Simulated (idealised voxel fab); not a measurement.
process module | voxel capacitor over wiring
cross-section cut | 225 nm wide | cells 5 nm
A cross-section is a grid of square cells, given in bands from the top down. A band is one or more rows of cells.
Each band's line starts with the height of the band's top and of its bottom, in nm. Then come its materials from left to right, each with its width in nm. One material with "throughout" fills the band from edge to edge. "air" is empty space.
Height 0 is the level under which the wafer as received is all one material. The lowest band goes on downwards, as in "0 down".
A width such as "30 to 40" changes by the same amount from each row of cells to the next, from the band's top row to its bottom row.
"no change" after a step means that no cell of the cross-section changed.
closed voids: empty space of 8 cells or more with no open way to the top, each as width x height at its distance from the left edge, in nm
after a step's settings: what the simulator itself notes on the step
overlay nm, on a step with a mask: how far to the right of its planned place the mask lay; to the left if negative
plan
1 op RECEIVE | material Si
2 op CONFORMAL_DEP | material SiO2 | thk nm 10
3 op CONFORMAL_DEP | material SiN | thk nm 5
4 op DIRECTIONAL_DEP | material lowk | thk nm 25
5 op DIRECTIONAL_DEP | material aC | thk nm 15
6 op PATTERN | tone open | mask id METAL_1 | material resist | width nm 25 | pitch nm 80 | thk nm 30 | overlay nm 0
7 op DIRECTIONAL_ETCH | etch materials aC | depth nm 15
8 op STRIP | etch materials resist
9 op DIRECTIONAL_ETCH | etch materials lowk | depth nm 25
10 op DIRECTIONAL_ETCH | etch materials SiN | depth nm 5
11 op STRIP | etch materials aC
12 op CONFORMAL_DEP | material TiN | thk nm 5
13 op FILL_DEP | material Ru | thk nm 5
14 op CMP | height nm 40
15 op EPI | material Ru | thk nm 5
16 op FILL_DEP | material SiCN | thk nm 5
17 op DIRECTIONAL_DEP | material lowk | thk nm 20
18 op DIRECTIONAL_DEP | material aC | thk nm 10
19 op PATTERN | tone open | mask id PLUG_1 | material resist | width nm 15 | thk nm 25 | overlay nm 0
20 op DIRECTIONAL_ETCH | etch materials aC | depth nm 10
21 op STRIP | etch materials resist
22 op DIRECTIONAL_ETCH | etch materials lowk | depth nm 20
23 op DIRECTIONAL_ETCH | etch materials SiCN | depth nm 5
24 op STRIP | etch materials aC
25 op EPI | material Ru | thk nm 10
26 op EPI | material Ru | thk nm 10
27 op EPI | material Ru | thk nm 5
28 op DIRECTIONAL_DEP | material TiN | thk nm 10
29 op DIRECTIONAL_DEP | material HfO2 | thk nm 5
30 op DIRECTIONAL_DEP | material TiN | thk nm 10
31 op MASKED_ETCH | tone cover | mask id UPPER_PLATE | width nm 60 | etch materials TiN | depth nm 10 | overlay nm 0
32 op MASKED_ETCH | tone cover | mask id UPPER_PLATE | width nm 60 | etch materials HfO2 | depth nm 5 | overlay nm 0
33 op MASKED_ETCH | tone cover | mask id LOWER_PLATE | width nm 70 | etch materials TiN | depth nm 10 | overlay nm 0
34 op FILL_DEP | material SiO2 | thk nm 15
35 op CMP | height nm 105
36 op MASKED_ETCH | tone open | mask id PLUG_2 | width nm 15 | etch materials SiO2 | depth nm 10 | overlay nm 0
37 op CONFORMAL_DEP | material TiN | thk nm 5
38 op FILL_DEP | material W | thk nm 10
39 op CMP | height nm 105
40 op CONFORMAL_DEP | material SiCN | thk nm 5
as received, after step 1
  0 down: Si throughout
  closed voids: none
first wafer at the end, as planned
  110 to 105: SiCN throughout
  105 to 100: SiO2 80 | TiN 5 | W 5 | TiN 5 | SiO2 130
  100 to 95: SiO2 80 | TiN 15 | SiO2 130
  95 to 85: SiO2 70 | TiN 60 | SiO2 95
  85 to 80: SiO2 70 | HfO2 60 | SiO2 95
  80 to 70: SiO2 65 | TiN 70 | SiO2 90
  70 to 50: lowk 70 | Ru 15 | lowk 140
  50 to 45: SiCN 70 | Ru 15 | SiCN 140
  45 to 40: SiCN 55 | Ru 35 | SiCN 45 | Ru 35 | SiCN 55
  40 to 15: lowk 60 | TiN 5 | Ru 15 | TiN 5 | lowk 55 | TiN 5 | Ru 15 | TiN 5 | lowk 60
  15 to 10: SiN 60 | TiN 25 | SiN 55 | TiN 25 | SiN 60
  10 to 0: SiO2 throughout
  0 down: Si throughout
  closed voids: none
second wafer at the end: like start, like plan, one mistake
  110 to 105: SiCN throughout
  105 to 100: SiO2 80 | TiN 5 | W 5 | TiN 5 | SiO2 130
  100 to 95: SiO2 80 | TiN 15 | SiO2 130
  95 to 85: SiO2 70 | TiN 60 | SiO2 95
  85 to 80: SiO2 70 | HfO2 60 | SiO2 95
  80 to 70: aC throughout
  70 to 50: lowk 70 | Ru 15 | lowk 140
  50 to 45: SiCN 70 | Ru 15 | SiCN 140
  45 to 40: SiCN 55 | Ru 35 | SiCN 45 | Ru 35 | SiCN 55
  40 to 15: lowk 60 | TiN 5 | Ru 15 | TiN 5 | lowk 55 | TiN 5 | Ru 15 | TiN 5 | lowk 60
  15 to 10: SiN 60 | TiN 25 | SiN 55 | TiN 25 | SiN 60
  10 to 0: SiO2 throughout
  0 down: Si throughout
  closed voids: none
what went wrong: step 28 ran as: op DIRECTIONAL_DEP | material aC | thk nm 10
at the end the second wafer has, in cells: 62 fewer of SiO2 | 28 fewer of TiN | 90 more of aC
